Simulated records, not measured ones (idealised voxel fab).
voxel self aligned vias: a process module
The figure presents cross-section cut, which has a width of 285 nm and is divided into square cells with an edge length of 5 nm.
Format of a cross-section: grid, square cells. Given as bands. Order: top down. Band: one or more rows of cells. For a band, the entry starts with two heights in nm, that of the top and then that of the bottom, and carries on with the band's materials in order from left to right, each alongside its width in nm; the word "everywhere" beside a single material means it fills the band edge to edge, and "blank" means empty space. Counting heights begins at 0, where everything beneath is, in the wafer as received, one material. The lowest band has no bottom; it goes on downwards, as "0 and below" shows. Think of "30 to 40" as a width that walks from the first number to the second as you go down the band, top row to bottom row, taking equal-sized steps from row to row. The designation "no change", where it is given for a processing step, indicates that no cell of the cross-section was altered in the course of that step. In "Cavities, sealed" the enclosed voids are listed, meaning empty spaces of 8 cells or larger without any opening to the top. The form is width x height at distance, distance from the left edge, units nm. It should be noted that, on the line of a given step, the content following the step's settings is a remark produced by the simulator itself with respect to that step. "overlay nm" denotes, for a step that has a mask, the displacement of the mask to the right of its planned place, with negative values corresponding to the left.
The following list gives the planned process steps:
1,RECEIVE [material Si]
2,CONFORMAL_DEP [material SiO2] [thk nm 10]
3,CONFORMAL_DEP [material SiCN] [thk nm 5]
4,DIRECTIONAL_DEP [material lowk] [thk nm 25]
5,PATTERN [tone open] [mask id LINES] [material resist] [width nm 25] [pitch nm 70] [thk nm 15] [overlay nm 0]
6,DIRECTIONAL_ETCH [etch materials lowk] [depth nm 25]
7,STRIP [etch materials resist]
8,CONFORMAL_DEP [material TiN] [thk nm 5]
9,FILL_DEP [material Ru] [thk nm 10]
10,CMP [height nm 40]
11,SELECTIVE_ETCH [etch materials W Ru TiN] [depth nm 5]
12,FILL_DEP [material SiN] [thk nm 10]
13,CMP [height nm 40]
14,DIRECTIONAL_DEP [material lowk] [thk nm 20]
15,DIRECTIONAL_DEP [material aC] [thk nm 15]
16,PATTERN [tone open] [mask id VIAS] [material resist] [width nm 45] [pitch nm 70] [thk nm 30] [overlay nm 0]
17,DIRECTIONAL_ETCH [etch materials aC] [depth nm 15]
18,STRIP [etch materials resist]
19,DIRECTIONAL_ETCH [etch materials lowk] [depth nm 20]
20,DIRECTIONAL_ETCH [etch materials SiN] [depth nm 5]
21,STRIP [etch materials aC]
22,CONFORMAL_DEP [material TiN] [thk nm 5]
23,FILL_DEP [material Cu] [thk nm 10]
24,CMP [height nm 60]
25,CONFORMAL_DEP [material SiCN] [thk nm 5]
Wafer at receipt (post step 1), cross-section:
> 0 and below: Si everywhere
> Cavities, sealed: none
Cross-section at module end, one run error; start and plan unchanged from above:
> 65 down to 60: SiCN everywhere
> 60 down to 40: lowk 85; TiN 5; Cu 35; TiN 5; lowk 25; TiN 5; Cu 35; TiN 5; lowk 85
> 40 down to 35: lowk 85; TiN 45; lowk 25; TiN 45; lowk 85
> 35 down to 20: lowk 85; TiN 15; Ru 15; TiN 15; lowk 25; TiN 15; Ru 15; TiN 15; lowk 85
> 20 down to 15: lowk 95; TiN 25; lowk 45; TiN 25; lowk 95
> 15 down to 10: SiCN everywhere
> 10 down to 0: SiO2 everywhere
> 0 and below: Si everywhere
> Cavities, sealed: none
The mistake made against the process plan was this: step 19 in the plan was executed twice
